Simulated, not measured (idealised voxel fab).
process module | voxel self aligned vias
cross-section cut | 180 nm wide | cells 5 nm
A cross-section is a grid of square cells, given in bands from the top down. A band is one or more rows of cells.
Each band's line starts with the height of the band's top and of its bottom, in nm. Then come its materials from left to right, each with its width in nm. One material with "throughout" fills the band from edge to edge. "air" is empty space.
Height 0 is the level under which the wafer as received is all one material. The lowest band goes on downwards, as in "0 down".
A width such as "30 to 40" changes by the same amount from each row of cells to the next, from the band's top row to its bottom row.
"no change" after a step means that no cell of the cross-section changed.
closed voids: empty space of 8 cells or more with no open way to the top, each as width x height at its distance from the left edge, in nm
after a step's settings: what the simulator itself notes on the step
overlay nm, on a step with a mask: how far to the right of its planned place the mask lay; to the left if negative
plan
1 op RECEIVE | material Si
2 op CONFORMAL_DEP | material SiO2 | thk nm 15
3 op CONFORMAL_DEP | material SiCN | thk nm 5
4 op DIRECTIONAL_DEP | material lowk | thk nm 25
5 op DIRECTIONAL_DEP | material aC | thk nm 10
6 op PATTERN | tone open | mask id LINES | material resist | width nm 20 | pitch nm 55 | thk nm 25 | overlay nm 0
7 op DIRECTIONAL_ETCH | etch materials aC | depth nm 10
8 op STRIP | etch materials resist
9 op DIRECTIONAL_ETCH | etch materials lowk | depth nm 25
10 op STRIP | etch materials aC
11 op CONFORMAL_DEP | material TiN | thk nm 5
12 op FILL_DEP | material Ru | thk nm 5
13 op CMP | height nm 45
14 op SELECTIVE_ETCH | etch materials W Ru TiN | depth nm 5
15 op FILL_DEP | material SiN | thk nm 10
16 op CMP | height nm 45
17 op DIRECTIONAL_DEP | material lowk | thk nm 15
18 op PATTERN | tone open | mask id VIAS | material resist | width nm 40 | pitch nm 55 | thk nm 15 | overlay nm 0
19 op DIRECTIONAL_ETCH | etch materials lowk | depth nm 15
20 op DIRECTIONAL_ETCH | etch materials SiN | depth nm 5
21 op STRIP | etch materials resist
22 op CONFORMAL_DEP | material TiN | thk nm 5
23 op FILL_DEP | material W | thk nm 10
24 op CMP | height nm 60
25 op CONFORMAL_DEP | material SiN | thk nm 5
as received, after step 1
  0 down: Si throughout
  closed voids: none
a wafer at the end: this start, this plan, one mistake
  65 to 60: SiN throughout
  60 to 50: lowk 15 | TiN 5 | W 30 | TiN 5 | lowk 15 | TiN 5 | W 30 | TiN 5 | lowk 15 | TiN 5 | W 30 | TiN 5 | lowk 15
  50 to 45: lowk 15 | TiN 20 | W 5 | TiN 15 | lowk 15 | TiN 20 | W 5 | TiN 15 | lowk 15 | TiN 20 | W 5 | TiN 15 | lowk 15
  45 to 40: lowk 30 | TiN 15 | lowk 40 | TiN 15 | lowk 40 | TiN 15 | lowk 25
  40 to 25: lowk 30 | TiN 5 | Ru 5 | TiN 5 | lowk 40 | TiN 5 | Ru 5 | TiN 5 | lowk 40 | TiN 5 | Ru 5 | TiN 5 | lowk 25
  25 to 20: lowk 30 | TiN 15 | lowk 40 | TiN 15 | lowk 40 | TiN 15 | lowk 25
  20 to 15: SiCN throughout
  15 to 0: SiO2 throughout
  0 down: Si throughout
  closed voids: none
what went wrong: step 6 ran as: op PATTERN | tone open | mask id LINES | material resist | width nm 15 | pitch nm 55 | thk nm 25 | overlay nm 0
